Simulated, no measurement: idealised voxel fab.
The following process module bears the name voxel ribs on slabs.
Square cells of 5 nm make up the cross-section cut, whose width is 180 nm.
Notation: cross-section as square-cell grid; stated in bands, top first, going down; one or more cell rows per band. Per band: top height and bottom height in nm, followed by the left-to-right materials and their widths in nm; "all across" marks a single material spanning edge to edge, "empty" marks empty space. Heights are expressed relative to 0, this being the level below which the as-received wafer comprises one material exclusively. The lowest band is unbounded in the downward direction and is denoted as in "0 and below". Width "30->40": first value at the band's top row of cells, second value at its bottom row, equal change from row to row. It should be understood that the words "all unchanged", when stated for a given step, signify that the cross-section underwent no change in any of its cells during that step. "Closed void listing" lists enclosed empty spaces (at least 8 cells, no open path upward to the top), each as width x height at distance from the left edge, in nm. Post-settings text on a step line: simulator's own remark regarding the step. Among the settings permitted on a step's line is "overlay nm"; applied to a step with a mask, it specifies the extent to which the mask lay to the right of its planned position, whereas a negative figure signifies a position to the left.

This section lists the process steps that were planned:
- 1: RECEIVE,material Si
- 2: DIRECTIONAL_DEP,material SiO2,thk nm 25
- 3: DIRECTIONAL_DEP,material polySi,thk nm 15
- 4: MASKED_ETCH,tone cover,mask id RIB,width nm 20,etch materials polySi,depth nm 10,overlay nm 0
- 5: PATTERN,tone cover,mask id SLAB,material resist,width nm 80,thk nm 15,overlay nm 0
- 6: DIRECTIONAL_ETCH,etch materials polySi,depth nm 5
- 7: STRIP,etch materials resist
- 8: FILL_DEP,material SiO2,thk nm 20
- 9: CMP,height nm 50
- 10: DIRECTIONAL_DEP,material W,thk nm 5
- 11: PATTERN,tone cover,mask id HEATER,material resist,width nm 30,thk nm 20,overlay nm 0
- 12: DIRECTIONAL_ETCH,etch materials W,depth nm 5
- 13: STRIP,etch materials resist
- 14: CONFORMAL_DEP,material SiN,thk nm 10

First of two wafers, with the run carried out as planned:

Cross-sectional view of the wafer in its as-received condition, corresponding to the state after step 1:
- 0 and below  Si all across
- Closed void listing: none

Cross-sectional representation of the wafer at the conclusion of step 2:
- 25 down to 0  SiO2 all across
- Below 0 it's all the same as before, nothing changed down there.

Cross-sectional representation of the wafer at the conclusion of step 3:
- 40 down to 25  polySi all across
- Below 25 it's all the same as before, nothing changed down there.

Cross-sectional representation of the wafer at the conclusion of step 4:
- 40 down to 30  80 empty; 20 polySi; 80 empty
- Below 30 it's all the same as before, nothing changed down there.

Cross-sectional representation of the wafer at the conclusion of step 5:
- 55 down to 40  50 empty; 80 resist; 50 empty
- 40 down to 30  50 empty; 30 resist; 20 polySi; 30 resist; 50 empty
- Below 30 it's all the same as before, nothing changed down there.

Cross-sectional representation of the wafer at the conclusion of step 6:
- 55 down to 40  50 empty; 80 resist; 50 empty
- 40 down to 30  50 empty; 30 resist; 20 polySi; 30 resist; 50 empty
- 30 down to 25  50 empty; 80 polySi; 50 empty
- Below 25 it's all the same as before, nothing changed down there.

Cross-sectional representation of the wafer at the conclusion of step 7:
- 40 down to 30  80 empty; 20 polySi; 80 empty
- Below 30 it's all the same as before, nothing changed down there.

Cross-sectional representation of the wafer at the conclusion of step 8:
- 60 down to 40  SiO2 all across
- 40 down to 30  80 SiO2; 20 polySi; 80 SiO2
- 30 down to 25  50 SiO2; 80 polySi; 50 SiO2
- Below 25 it's all the same as before, nothing changed down there.

Cross-sectional representation of the wafer at the conclusion of step 9:
- 50 down to 40  SiO2 all across
- Below 40 it's all the same as before, nothing changed down there.

Cross-sectional representation of the wafer at the conclusion of step 10:
- 55 down to 50  W all across
- Below 50 it's all the same as before, nothing changed down there.

Cross-sectional representation of the wafer at the conclusion of step 11:
- 75 down to 55  75 empty; 30 resist; 75 empty
- Below 55 it's all the same as before, nothing changed down there.

Cross-sectional representation of the wafer at the conclusion of step 12:
- 75 down to 55  75 empty; 30 resist; 75 empty
- 55 down to 50  75 empty; 30 W; 75 empty
- Below 50 it's all the same as before, nothing changed down there.

Cross-sectional representation of the wafer at the conclusion of step 13:
- 55 down to 50  75 empty; 30 W; 75 empty
- Below 50 it's all the same as before, nothing changed down there.

Cross-sectional representation of the wafer at the conclusion of step 14:
- 65 down to 60  65 empty; 50 SiN; 65 empty
- 60 down to 55  SiN all across
- 55 down to 50  75 SiN; 30 W; 75 SiN
- Below 50 it's all the same as before, nothing changed down there.

Regarding the second of the two wafers: it shared the first wafer's starting condition and process plan, yet one error occurred during its execution. Its history coincides with that of the first wafer up to and including step 3:

The second wafer cut through, at the time step 4 was supposed to be finished:
- 40 down to 30  85 empty; 20 polySi; 75 empty
- Below 30 it's all the same as before, nothing changed down there.

The second wafer cut through, at the time step 5 was supposed to be finished:
- 55 down to 40  50 empty; 80 resist; 50 empty
- 40 down to 30  50 empty; 35 resist; 20 polySi; 25 resist; 50 empty
- Below 30 it's all the same as before, nothing changed down there.

The second wafer cut through, at the time step 6 was supposed to be finished:
- 55 down to 40  50 empty; 80 resist; 50 empty
- 40 down to 30  50 empty; 35 resist; 20 polySi; 25 resist; 50 empty
- 30 down to 25  50 empty; 80 polySi; 50 empty
- Below 25 it's all the same as before, nothing changed down there.

The second wafer cut through, at the time step 7 was supposed to be finished:
- 40 down to 30  85 empty; 20 polySi; 75 empty
- Below 30 it's all the same as before, nothing changed down there.

The second wafer cut through, at the time step 8 was supposed to be finished:
- 60 down to 40  SiO2 all across
- 40 down to 30  85 SiO2; 20 polySi; 75 SiO2
- 30 down to 25  50 SiO2; 80 polySi; 50 SiO2
- Below 25 it's all the same as before, nothing changed down there.

The second wafer cut through, at the time step 9 was supposed to be finished:
- 50 down to 40  SiO2 all across
- Below 40 it's all the same as before, nothing changed down there.

The second wafer cut through, at the time step 10 was supposed to be finished:
- 55 down to 50  W all across
- Below 50 it's all the same as before, nothing changed down there.

The second wafer cut through, at the time step 11 was supposed to be finished:
- 75 down to 55  75 empty; 30 resist; 75 empty
- Below 55 it's all the same as before, nothing changed down there.

The second wafer cut through, at the time step 12 was supposed to be finished:
- 75 down to 55  75 empty; 30 resist; 75 empty
- 55 down to 50  75 empty; 30 W; 75 empty
- Below 50 it's all the same as before, nothing changed down there.

The second wafer cut through, at the time step 13 was supposed to be finished:
- 55 down to 50  75 empty; 30 W; 75 empty
- Below 50 it's all the same as before, nothing changed down there.

The second wafer cut through, at the time step 14 was supposed to be finished:
- 65 down to 60  65 empty; 50 SiN; 65 empty
- 60 down to 55  SiN all across
- 55 down to 50  75 SiN; 30 W; 75 SiN
- Below 50 it's all the same as before, nothing changed down there.
So what did we get wrong on this run? the process deviated at step 4: the operation and settings actually run there were MASKED_ETCH,tone cover,mask id RIB,width nm 20,etch materials polySi,depth nm 10,overlay nm 5
Both wafers, final: cells per material equal; arrangement not.
